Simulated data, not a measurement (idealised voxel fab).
Process module under the name voxel gate over fins
Square cell edge 5 nm, section width 170 nm, ID cut.
When this document writes out a cross-section, it uses a grid of square cells and lists it as bands, beginning at the top and moving down, with a band standing for one or more rows of cells. Band: top height; bottom height; in nm. Then, left to right: material with width in nm, for each material. "all across": a single material spanning edge to edge. "empty": empty space. Ref level 0: as-received wafer is one material below here. Bottom band extends down with no lower bound ("0 nm and below"). Read "30 to 40" as a graded width: first number on top, second number at the bottom, same change between each pair of neighbouring rows. Any step labelled "no modification" changed none of the cells in the cross-section. What "Closed void roster" gives you is every empty space of 8 cells or more that is cut off from the top. Each appears as width x height at distance, with the distance taken from the left edge and width, height and distance all in nm. On each step's line, the part that comes after the settings is the simulator's own comment on the step. overlay nm: how far to the right of its planned place the mask lay on this masked step (negative: to the left).
Planned step list for the process
| 1 | RECEIVE with material Si |
| 2 | CONFORMAL_DEP with material SiN, thk nm 5 |
| 3 | PATTERN with tone cover, mask id FINS, material resist, width nm 15, pitch nm 60, thk nm 20, overlay nm 0 |
| 4 | DIRECTIONAL_ETCH with etch materials SiN, depth nm 5 |
| 5 | DIRECTIONAL_ETCH with etch materials Si, depth nm 40 |
| 6 | STRIP with etch materials resist |
| 7 | OXIDIZE with depth nm 5 |
| 8 | FILL_DEP with material SiO2, thk nm 15 |
| 9 | CMP with height nm 5 |
| 10 | DIRECTIONAL_DEP with material aC, thk nm 10 |
| 11 | PATTERN with tone open, mask id RAIL, material resist, width nm 15, thk nm 25, overlay nm 0 |
| 12 | DIRECTIONAL_ETCH with etch materials aC, depth nm 10 |
| 13 | STRIP with etch materials resist |
| 14 | DIRECTIONAL_ETCH with etch materials SiO2, depth nm 40 |
| 15 | STRIP with etch materials aC |
| 16 | CONFORMAL_DEP with material TiN, thk nm 5 |
| 17 | FILL_DEP with material W, thk nm 10 |
| 18 | CMP with height nm 5 |
| 19 | SELECTIVE_ETCH with etch materials W Ru TiN, depth nm 20 |
| 20 | FILL_DEP with material SiO2, thk nm 5 |
| 21 | CMP with height nm 5 |
| 22 | SELECTIVE_ETCH with etch materials SiO2, depth nm 15 |
| 23 | STRIP with etch materials SiN |
| 24 | CONFORMAL_DEP with material HfO2, thk nm 5 |
| 25 | CONFORMAL_DEP with material TiN, thk nm 5 |
| 26 | FILL_DEP with material W, thk nm 15 |
| 27 | CMP with height nm 20 |
| 28 | CONFORMAL_DEP with material SiN, thk nm 10 |
As received, after step 1
- 0 nm and below: Si all across
- Closed void roster: none
Here's the wafer cut in cross-section after the module, started and planned just like above, except one thing was done wrong in the run
- 30 nm to 20 nm: SiN all across
- 20 nm to 10 nm: W all across
- 10 nm to 5 nm: W 10; TiN 25; W 35; TiN 25; W 35; TiN 25; W 15
- 5 nm to 0 nm: W 10; TiN 5; HfO2 15; TiN 5; W 35; TiN 5; HfO2 15; TiN 5; W 35; TiN 5; HfO2 15; TiN 5; W 15
- 0 nm to -5 nm: W 10; TiN 5; HfO2 5; Si 5; HfO2 5; TiN 5; W 35; TiN 5; HfO2 5; Si 5; HfO2 5; TiN 5; W 35; TiN 5; HfO2 5; Si 5; HfO2 5; TiN 5; W 15
- -5 nm to -10 nm: W 10; TiN 5; HfO2 5; Si 5; HfO2 5; TiN 45; HfO2 5; Si 5; HfO2 5; TiN 5; W 35; TiN 5; HfO2 5; Si 5; HfO2 5; TiN 5; W 15
- -10 nm to -15 nm: W 10; TiN 5; HfO2 5; Si 5; HfO2 5; TiN 10; HfO2 25; TiN 10; HfO2 5; Si 5; HfO2 5; TiN 5; W 35; TiN 5; HfO2 5; Si 5; HfO2 5; TiN 5; W 15
- -15 nm to -20 nm: TiN 15; HfO2 5; Si 5; HfO2 5; TiN 10; HfO2 5; TiN 5; W 5; TiN 5; HfO2 5; TiN 10; HfO2 5; Si 5; HfO2 5; TiN 45; HfO2 5; Si 5; HfO2 5; TiN 20
- -20 nm to -25 nm: HfO2 20; Si 5; HfO2 20; TiN 5; W 5; TiN 5; HfO2 20; Si 5; HfO2 55; Si 5; HfO2 25
- -25 nm to -30 nm: SiO2 20; Si 5; SiO2 20; TiN 5; W 5; TiN 5; SiO2 20; Si 5; SiO2 55; Si 5; SiO2 25
- -30 nm to -35 nm: SiO2 20; Si 5; SiO2 20; TiN 15; SiO2 20; Si 5; SiO2 55; Si 5; SiO2 25
- -35 nm to -45 nm: SiO2 20; Si 5; SiO2 55; Si 5; SiO2 55; Si 5; SiO2 25
- -45 nm and below: Si all across
- Closed void roster: none
Where did the run depart from the plan? the plan had its step 22 run twice
